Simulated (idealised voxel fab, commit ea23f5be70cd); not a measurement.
process module | voxel gate over fins
cross-section cut | 220 nm wide | cells 5 nm
A cross-section is a grid of square cells, given in bands from the top down. A band is one or more rows of cells.
Each band's line starts with the height of the band's top and of its bottom, in nm. Then come its materials from left to right, each with its width in nm. One material with "throughout" fills the band from edge to edge. "air" is empty space.
Height 0 is the level under which the wafer as received is all one material. The lowest band goes on downwards, as in "0 down".
A width such as "30 to 40" changes by the same amount from each row of cells to the next, from the band's top row to its bottom row.
"no change" after a step means that no cell of the cross-section changed.
closed voids: empty space of 8 cells or more with no open way to the top, each as width x height at its distance from the left edge, in nm
after a step's settings: what the simulator itself notes on the step
overlay nm, on a step with a mask: how far to the right of its planned place the mask lay; to the left if negative
plan
1 op RECEIVE | material Si
2 op CONFORMAL_DEP | material SiN | thk nm 5
3 op DIRECTIONAL_DEP | material aC | thk nm 10
4 op PATTERN | tone cover | mask id FINS | material resist | width nm 15 | pitch nm 40 | thk nm 25 | overlay nm 0
5 op DIRECTIONAL_ETCH | etch materials aC | depth nm 10
6 op STRIP | etch materials resist
7 op DIRECTIONAL_ETCH | etch materials SiN | depth nm 5
8 op DIRECTIONAL_ETCH | etch materials Si | depth nm 30
9 op STRIP | etch materials aC
10 op FILL_DEP | material SiO2 | thk nm 10
11 op CMP | height nm 5
12 op SELECTIVE_ETCH | etch materials SiO2 | depth nm 20
13 op STRIP | etch materials SiN
14 op CONFORMAL_DEP | material HfO2 | thk nm 5
15 op CONFORMAL_DEP | material TiN | thk nm 5
16 op FILL_DEP | material W | thk nm 15
17 op CMP | height nm 20
18 op CONFORMAL_DEP | material SiN | thk nm 5
as received, after step 1
  0 down: Si throughout
  closed voids: none
a wafer at the end: this start, this plan, one mistake
  25 to 20: SiN throughout
  20 to 10: W throughout
  10 to 5: W 60 | TiN 35 | W 5 | TiN 35 | W 85
  5 to 0: W 60 | TiN 5 | HfO2 25 | TiN 5 | W 5 | TiN 5 | HfO2 25 | TiN 5 | W 85
  0 to -5: W 60 | TiN 5 | HfO2 5 | Si 15 | HfO2 5 | TiN 5 | W 5 | TiN 5 | HfO2 5 | Si 15 | HfO2 5 | TiN 5 | W 85
  -5 to -10: TiN 65 | HfO2 5 | Si 15 | HfO2 5 | TiN 15 | HfO2 5 | Si 15 | HfO2 5 | TiN 90
  -10 to -15: HfO2 70 | Si 15 | HfO2 25 | Si 15 | HfO2 95
  -15 to -30: SiO2 70 | Si 15 | SiO2 25 | Si 15 | SiO2 95
  -30 down: Si throughout
  closed voids: none
what went wrong: step 4 ran as: op PATTERN | tone cover | mask id FINS | material resist | width nm 15 | pitch nm 40 | thk nm 25 | overlay nm -10
